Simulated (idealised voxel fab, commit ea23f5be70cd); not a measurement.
This is a process module. Its name is voxel capacitor over wiring.
Square cell edge 5 nm, section width 200 nm, ID cut.
Heads up, the way a cross-section reads in here is a grid of square cells, handed over as bands from the top down, with every band being one or more rows of cells. Look at the band entry: it leads with the top's height and the bottom's height in nm. Then it lists the materials left to right, with a width in nm for each. The word "full width" on a single material says that material fills the band edge to edge. The word "empty" is empty space. Heads up on the height convention: 0 is the point under which the incoming wafer is all one material, and the lowest band has no bottom, it just keeps going down, like "top 0, no bottom". With a width like "30->40", each row of cells in the band differs from the next by the same amount, the top row carrying the first number and the bottom row the second. Given "left unchanged" for a step, no cell of the cross-section differs between before and after that step. Under "Closed cavity list" you'll find the enclosed gaps, the ones with no way out to the top, that are 8 cells or bigger; each reads width x height at distance, with distance counted from the left edge, everything in nm. What comes after the settings on a step's line is commentary from the simulator itself on that step. When a step includes a mask, the "overlay nm" setting on its line states how far to the right of its planned place that mask lay, and negative values state how far to the left.

# Set out below are the planned steps of the process
- 1: RECEIVE (material Si)
- 2: CONFORMAL_DEP (material SiO2; thk nm 15)
- 3: DIRECTIONAL_DEP (material TiN; thk nm 5)
- 4: DIRECTIONAL_DEP (material W; thk nm 25)
- 5: DIRECTIONAL_DEP (material aC; thk nm 15)
- 6: PATTERN (tone cover; mask id METAL_1; material resist; width nm 25; pitch nm 95; thk nm 30; overlay nm 0)
- 7: DIRECTIONAL_ETCH (etch materials aC; depth nm 15)
- 8: STRIP (etch materials resist)
- 9: DIRECTIONAL_ETCH (etch materials W; depth nm 25)
- 10: DIRECTIONAL_ETCH (etch materials TiN; depth nm 5)
- 11: STRIP (etch materials aC)
- 12: FILL_DEP (material SiO2; thk nm 10)
- 13: CMP (height nm 45)
- 14: CONFORMAL_DEP (material SiCN; thk nm 5)
- 15: DIRECTIONAL_DEP (material lowk; thk nm 20)
- 16: DIRECTIONAL_DEP (material aC; thk nm 15)
- 17: PATTERN (tone open; mask id PLUG_1; material resist; width nm 15; thk nm 30; overlay nm 0)
- 18: DIRECTIONAL_ETCH (etch materials aC; depth nm 15)
- 19: STRIP (etch materials resist)
- 20: DIRECTIONAL_ETCH (etch materials lowk; depth nm 20)
- 21: DIRECTIONAL_ETCH (etch materials SiCN; depth nm 5)
- 22: STRIP (etch materials aC)
- 23: CONFORMAL_DEP (material TiN; thk nm 5)
- 24: FILL_DEP (material Cu; thk nm 5)
- 25: CMP (height nm 70)
- 26: DIRECTIONAL_DEP (material TiN; thk nm 10)
- 27: DIRECTIONAL_DEP (material HfO2; thk nm 5)
- 28: DIRECTIONAL_DEP (material TiN; thk nm 5)
- 29: MASKED_ETCH (tone cover; mask id UPPER_PLATE; width nm 75; etch materials TiN; depth nm 5; overlay nm 0)
- 30: MASKED_ETCH (tone cover; mask id UPPER_PLATE; width nm 75; etch materials HfO2; depth nm 5; overlay nm 0)
- 31: MASKED_ETCH (tone cover; mask id LOWER_PLATE; width nm 85; etch materials TiN; depth nm 10; overlay nm 0)
- 32: FILL_DEP (material SiO2; thk nm 15)
- 33: CMP (height nm 100)
- 34: PATTERN (tone open; mask id PLUG_2; material resist; width nm 15; thk nm 20; overlay nm 0)
- 35: DIRECTIONAL_ETCH (etch materials SiO2; depth nm 10)
- 36: STRIP (etch materials resist)
- 37: CONFORMAL_DEP (material TiN; thk nm 5)
- 38: FILL_DEP (material W; thk nm 5)
- 39: CMP (height nm 100)
- 40: CONFORMAL_DEP (material SiN; thk nm 5)

# First of two wafers: run as planned

# Cross-section of the incoming wafer, state after step 1
top 0, no bottom | Si full width
Closed cavity list: none

# Step 2 complete: cross-section through the wafer
top 15, bottom 0 | SiO2 full width
Heights below 0 show no change.

# Step 3 complete: cross-section through the wafer
top 20, bottom 15 | TiN full width
Heights below 15 show no change.

# Step 4 complete: cross-section through the wafer
top 45, bottom 20 | W full width
Heights below 20 show no change.

# Step 5 complete: cross-section through the wafer
top 60, bottom 45 | aC full width
Heights below 45 show no change.

# Step 6 complete: cross-section through the wafer
top 90, bottom 60 | 40 of empty, then 25 of resist, then 70 of empty, then 25 of resist, then 40 of empty
Heights below 60 show no change.

# Step 7 complete: cross-section through the wafer
top 75, bottom 60 | 40 of empty, then 25 of resist, then 70 of empty, then 25 of resist, then 40 of empty
top 60, bottom 45 | 40 of empty, then 25 of aC, then 70 of empty, then 25 of aC, then 40 of empty
Heights below 45 show no change.

# Step 8 complete: cross-section through the wafer
top 60, bottom 45 | 40 of empty, then 25 of aC, then 70 of empty, then 25 of aC, then 40 of empty
Heights below 45 show no change.

# Step 9 complete: cross-section through the wafer
top 60, bottom 45 | 40 of empty, then 25 of aC, then 70 of empty, then 25 of aC, then 40 of empty
top 45, bottom 20 | 40 of empty, then 25 of W, then 70 of empty, then 25 of W, then 40 of empty
Heights below 20 show no change.

# Step 10 complete: cross-section through the wafer
top 60, bottom 45 | 40 of empty, then 25 of aC, then 70 of empty, then 25 of aC, then 40 of empty
top 45, bottom 20 | 40 of empty, then 25 of W, then 70 of empty, then 25 of W, then 40 of empty
top 20, bottom 15 | 40 of empty, then 25 of TiN, then 70 of empty, then 25 of TiN, then 40 of empty
Heights below 15 show no change.

# Step 11 complete: cross-section through the wafer
top 45, bottom 20 | 40 of empty, then 25 of W, then 70 of empty, then 25 of W, then 40 of empty
Heights below 20 show no change.

# Step 12 complete: cross-section through the wafer
top 55, bottom 45 | SiO2 full width
top 45, bottom 20 | 40 of SiO2, then 25 of W, then 70 of SiO2, then 25 of W, then 40 of SiO2
top 20, bottom 15 | 40 of SiO2, then 25 of TiN, then 70 of SiO2, then 25 of TiN, then 40 of SiO2
Heights below 15 show no change.

# Step 13 complete: cross-section through the wafer
top 45, bottom 20 | 40 of SiO2, then 25 of W, then 70 of SiO2, then 25 of W, then 40 of SiO2
Heights below 20 show no change.

# Step 14 complete: cross-section through the wafer
top 50, bottom 45 | SiCN full width
Heights below 45 show no change.

# Step 15 complete: cross-section through the wafer
top 70, bottom 50 | lowk full width
Heights below 50 show no change.

# Step 16 complete: cross-section through the wafer
top 85, bottom 70 | aC full width
Heights below 70 show no change.

# Step 17 complete: cross-section through the wafer
top 115, bottom 85 | 50 of resist, then 15 of empty, then 135 of resist
Heights below 85 show no change.

# Step 18 complete: cross-section through the wafer
top 100, bottom 85 | 50 of resist, then 15 of empty, then 135 of resist
top 85, bottom 70 | 50 of aC, then 15 of empty, then 135 of aC
Heights below 70 show no change.

# Step 19 complete: cross-section through the wafer
top 85, bottom 70 | 50 of aC, then 15 of empty, then 135 of aC
Heights below 70 show no change.

# Step 20 complete: cross-section through the wafer
top 85, bottom 70 | 50 of aC, then 15 of empty, then 135 of aC
top 70, bottom 50 | 50 of lowk, then 15 of empty, then 135 of lowk
Heights below 50 show no change.

# Step 21 complete: cross-section through the wafer
top 85, bottom 70 | 50 of aC, then 15 of empty, then 135 of aC
top 70, bottom 50 | 50 of lowk, then 15 of empty, then 135 of lowk
top 50, bottom 45 | 50 of SiCN, then 15 of empty, then 135 of SiCN
Heights below 45 show no change.

# Step 22 complete: cross-section through the wafer
top 70, bottom 50 | 50 of lowk, then 15 of empty, then 135 of lowk
Heights below 50 show no change.

# Step 23 complete: cross-section through the wafer
top 75, bottom 70 | 55 of TiN, then 5 of empty, then 140 of TiN
top 70, bottom 50 | 50 of lowk, then 5 of TiN, then 5 of empty, then 5 of TiN, then 135 of lowk
top 50, bottom 45 | 50 of SiCN, then 15 of TiN, then 135 of SiCN
Heights below 45 show no change.

# Step 24 complete: cross-section through the wafer
top 80, bottom 75 | Cu full width
top 75, bottom 70 | 55 of TiN, then 5 of Cu, then 140 of TiN
top 70, bottom 50 | 50 of lowk, then 5 of TiN, then 5 of Cu, then 5 of TiN, then 135 of lowk
Heights below 50 show no change.

# Step 25 complete: cross-section through the wafer
top 70, bottom 50 | 50 of lowk, then 5 of TiN, then 5 of Cu, then 5 of TiN, then 135 of lowk
Heights below 50 show no change.

# Step 26 complete: cross-section through the wafer
top 80, bottom 70 | TiN full width
Heights below 70 show no change.

# Step 27 complete: cross-section through the wafer
top 85, bottom 80 | HfO2 full width
Heights below 80 show no change.

# Step 28 complete: cross-section through the wafer
top 90, bottom 85 | TiN full width
Heights below 85 show no change.

# Step 29 complete: cross-section through the wafer
top 90, bottom 85 | 50 of empty, then 75 of TiN, then 75 of empty
Heights below 85 show no change.

# Step 30 complete: cross-section through the wafer
top 90, bottom 85 | 50 of empty, then 75 of TiN, then 75 of empty
top 85, bottom 80 | 50 of empty, then 75 of HfO2, then 75 of empty
Heights below 80 show no change.

# Step 31 complete: cross-section through the wafer
top 90, bottom 85 | 50 of empty, then 75 of TiN, then 75 of empty
top 85, bottom 80 | 50 of empty, then 75 of HfO2, then 75 of empty
top 80, bottom 70 | 45 of empty, then 85 of TiN, then 70 of empty
Heights below 70 show no change.

# Step 32 complete: cross-section through the wafer
top 105, bottom 90 | SiO2 full width
top 90, bottom 85 | 50 of SiO2, then 75 of TiN, then 75 of SiO2
top 85, bottom 80 | 50 of SiO2, then 75 of HfO2, then 75 of SiO2
top 80, bottom 70 | 45 of SiO2, then 85 of TiN, then 70 of SiO2
Heights below 70 show no change.

# Step 33 complete: cross-section through the wafer
top 100, bottom 90 | SiO2 full width
Heights below 90 show no change.

# Step 34 complete: cross-section through the wafer
top 120, bottom 100 | 60 of resist, then 15 of empty, then 125 of resist
Heights below 100 show no change.

# Step 35 complete: cross-section through the wafer
top 120, bottom 100 | 60 of resist, then 15 of empty, then 125 of resist
top 100, bottom 90 | 60 of SiO2, then 15 of empty, then 125 of SiO2
Heights below 90 show no change.

# Step 36 complete: cross-section through the wafer
top 100, bottom 90 | 60 of SiO2, then 15 of empty, then 125 of SiO2
Heights below 90 show no change.

# Step 37 complete: cross-section through the wafer
top 105, bottom 100 | 65 of TiN, then 5 of empty, then 130 of TiN
top 100, bottom 95 | 60 of SiO2, then 5 of TiN, then 5 of empty, then 5 of TiN, then 125 of SiO2
top 95, bottom 85 | 60->50 of SiO2, then 15->75 of TiN, then 125->75 of SiO2
Heights below 85 show no change.

# Step 38 complete: cross-section through the wafer
top 110, bottom 105 | W full width
top 105, bottom 100 | 65 of TiN, then 5 of W, then 130 of TiN
top 100, bottom 95 | 60 of SiO2, then 5 of TiN, then 5 of W, then 5 of TiN, then 125 of SiO2
Heights below 95 show no change.

# Step 39 complete: cross-section through the wafer
top 100, bottom 95 | 60 of SiO2, then 5 of TiN, then 5 of W, then 5 of TiN, then 125 of SiO2
Heights below 95 show no change.

# Step 40 complete: cross-section through the wafer
top 105, bottom 100 | SiN full width
Heights below 100 show no change.

# Now the other wafer: same start, same recipe, but we messed up one thing when running it. Up to and including step 33 it's the same as the first one

# The second wafer cut through, at the time step 34 was supposed to be finished
top 120, bottom 100 | 65 of resist, then 15 of empty, then 120 of resist
Heights below 100 show no change.

# The second wafer cut through, at the time step 35 was supposed to be finished
top 120, bottom 100 | 65 of resist, then 15 of empty, then 120 of resist
top 100, bottom 90 | 65 of SiO2, then 15 of empty, then 120 of SiO2
Heights below 90 show no change.

# The second wafer cut through, at the time step 36 was supposed to be finished
top 100, bottom 90 | 65 of SiO2, then 15 of empty, then 120 of SiO2
Heights below 90 show no change.

# The second wafer cut through, at the time step 37 was supposed to be finished
top 105, bottom 100 | 70 of TiN, then 5 of empty, then 125 of TiN
top 100, bottom 95 | 65 of SiO2, then 5 of TiN, then 5 of empty, then 5 of TiN, then 120 of SiO2
top 95, bottom 85 | 65->50 of SiO2, then 15->75 of TiN, then 120->75 of SiO2
Heights below 85 show no change.

# The second wafer cut through, at the time step 38 was supposed to be finished
top 110, bottom 105 | W full width
top 105, bottom 100 | 70 of TiN, then 5 of W, then 125 of TiN
top 100, bottom 95 | 65 of SiO2, then 5 of TiN, then 5 of W, then 5 of TiN, then 120 of SiO2
Heights below 95 show no change.

# The second wafer cut through, at the time step 39 was supposed to be finished
top 100, bottom 95 | 65 of SiO2, then 5 of TiN, then 5 of W, then 5 of TiN, then 120 of SiO2
Heights below 95 show no change.

# The second wafer cut through, at the time step 40 was supposed to be finished
top 105, bottom 100 | SiN full width
Heights below 100 show no change.
Where did the run depart from the plan? step 34, actual vs plan mismatch, actual run PATTERN (tone open; mask id PLUG_2; material resist; width nm 15; thk nm 20; overlay nm 5)
at the end the second wafer has, in cells: as many of each material as the first, in other places
